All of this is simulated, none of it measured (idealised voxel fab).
process module | voxel ribs on slabs
cross-section cut | 285 nm wide | cells 5 nm
A cross-section is a grid of square cells, given in bands from the top down. A band is one or more rows of cells.
Each band's line starts with the height of the band's top and of its bottom, in nm. Then come its materials from left to right, each with its width in nm. One material with "throughout" fills the band from edge to edge. "air" is empty space.
Height 0 is the level under which the wafer as received is all one material. The lowest band goes on downwards, as in "0 down".
A width such as "30 to 40" changes by the same amount from each row of cells to the next, from the band's top row to its bottom row.
"no change" after a step means that no cell of the cross-section changed.
closed voids: empty space of 8 cells or more with no open way to the top, each as width x height at its distance from the left edge, in nm
after a step's settings: what the simulator itself notes on the step
overlay nm, on a step with a mask: how far to the right of its planned place the mask lay; to the left if negative
plan
1 op RECEIVE | material Si
2 op DIRECTIONAL_DEP | material SiO2 | thk nm 25
3 op DIRECTIONAL_DEP | material polySi | thk nm 25
4 op PATTERN | tone cover | mask id RIB | material resist | width nm 30 | thk nm 20 | overlay nm 0
5 op DIRECTIONAL_ETCH | etch materials polySi | depth nm 5
6 op STRIP | etch materials resist
7 op PATTERN | tone cover | mask id SLAB | material resist | width nm 90 | thk nm 15 | overlay nm 0
8 op DIRECTIONAL_ETCH | etch materials polySi | depth nm 20
9 op STRIP | etch materials resist
10 op FILL_DEP | material SiO2 | thk nm 20
11 op CMP | height nm 65
12 op DIRECTIONAL_DEP | material W | thk nm 10
13 op MASKED_ETCH | tone cover | mask id HEATER | width nm 40 | etch materials W | depth nm 10 | overlay nm 0
14 op CONFORMAL_DEP | material SiO2 | thk nm 10
first wafer, as planned
as received, after step 1
  0 down: Si throughout
  closed voids: none
after step 2
  25 to 0: SiO2 throughout
  below 0: unchanged
after step 3
  50 to 25: polySi throughout
  below 25: unchanged
after step 4
  70 to 50: air 125 | resist 30 | air 130
  below 50: unchanged
after step 5
  70 to 50: air 125 | resist 30 | air 130
  50 to 45: air 125 | polySi 30 | air 130
  below 45: unchanged
after step 6
  50 to 45: air 125 | polySi 30 | air 130
  below 45: unchanged
after step 7
  65 to 50: air 95 | resist 90 | air 100
  50 to 45: air 95 | resist 30 | polySi 30 | resist 30 | air 100
  below 45: unchanged
after step 8
  65 to 50: air 95 | resist 90 | air 100
  50 to 45: air 95 | resist 30 | polySi 30 | resist 30 | air 100
  45 to 25: air 95 | polySi 90 | air 100
  below 25: unchanged
after step 9
  50 to 45: air 125 | polySi 30 | air 130
  below 45: unchanged
after step 10
  70 to 50: SiO2 throughout
  50 to 45: SiO2 125 | polySi 30 | SiO2 130
  45 to 25: SiO2 95 | polySi 90 | SiO2 100
  below 25: unchanged
after step 11
  65 to 50: SiO2 throughout
  below 50: unchanged
after step 12
  75 to 65: W throughout
  below 65: unchanged
after step 13
  75 to 65: air 120 | W 40 | air 125
  below 65: unchanged
after step 14
  85 to 75: air 110 | SiO2 60 | air 115
  75 to 65: SiO2 120 | W 40 | SiO2 125
  below 65: unchanged
second wafer: like start, like plan, one mistake. Through step 2 it matches the first wafer
when step 3 should have ended
  75 to 25: polySi throughout
  below 25: unchanged
when step 4 should have ended
  95 to 75: air 125 | resist 30 | air 130
  below 75: unchanged
when step 5 should have ended
  95 to 75: air 125 | resist 30 | air 130
  75 to 70: air 125 | polySi 30 | air 130
  below 70: unchanged
when step 6 should have ended
  75 to 70: air 125 | polySi 30 | air 130
  below 70: unchanged
when step 7 should have ended
  90 to 75: air 95 | resist 90 | air 100
  75 to 70: air 95 | resist 30 | polySi 30 | resist 30 | air 100
  below 70: unchanged
when step 8 should have ended
  90 to 75: air 95 | resist 90 | air 100
  75 to 70: air 95 | resist 30 | polySi 30 | resist 30 | air 100
  70 to 50: air 95 | polySi 90 | air 100
  below 50: unchanged
when step 9 should have ended
  75 to 70: air 125 | polySi 30 | air 130
  below 70: unchanged
when step 10 should have ended
  95 to 75: SiO2 throughout
  75 to 70: SiO2 125 | polySi 30 | SiO2 130
  70 to 50: SiO2 95 | polySi 90 | SiO2 100
  below 50: unchanged
when step 11 should have ended
  65 to 50: SiO2 95 | polySi 90 | SiO2 100
  below 50: unchanged
when step 12 should have ended
  75 to 65: W throughout
  below 65: unchanged
when step 13 should have ended
  75 to 65: air 120 | W 40 | air 125
  below 65: unchanged
when step 14 should have ended
  85 to 75: air 110 | SiO2 60 | air 115
  75 to 65: SiO2 120 | W 40 | SiO2 125
  below 65: unchanged
what went wrong: step 3 was run twice
at the end the second wafer has, in cells: 261 fewer of SiO2 | 261 more of polySi
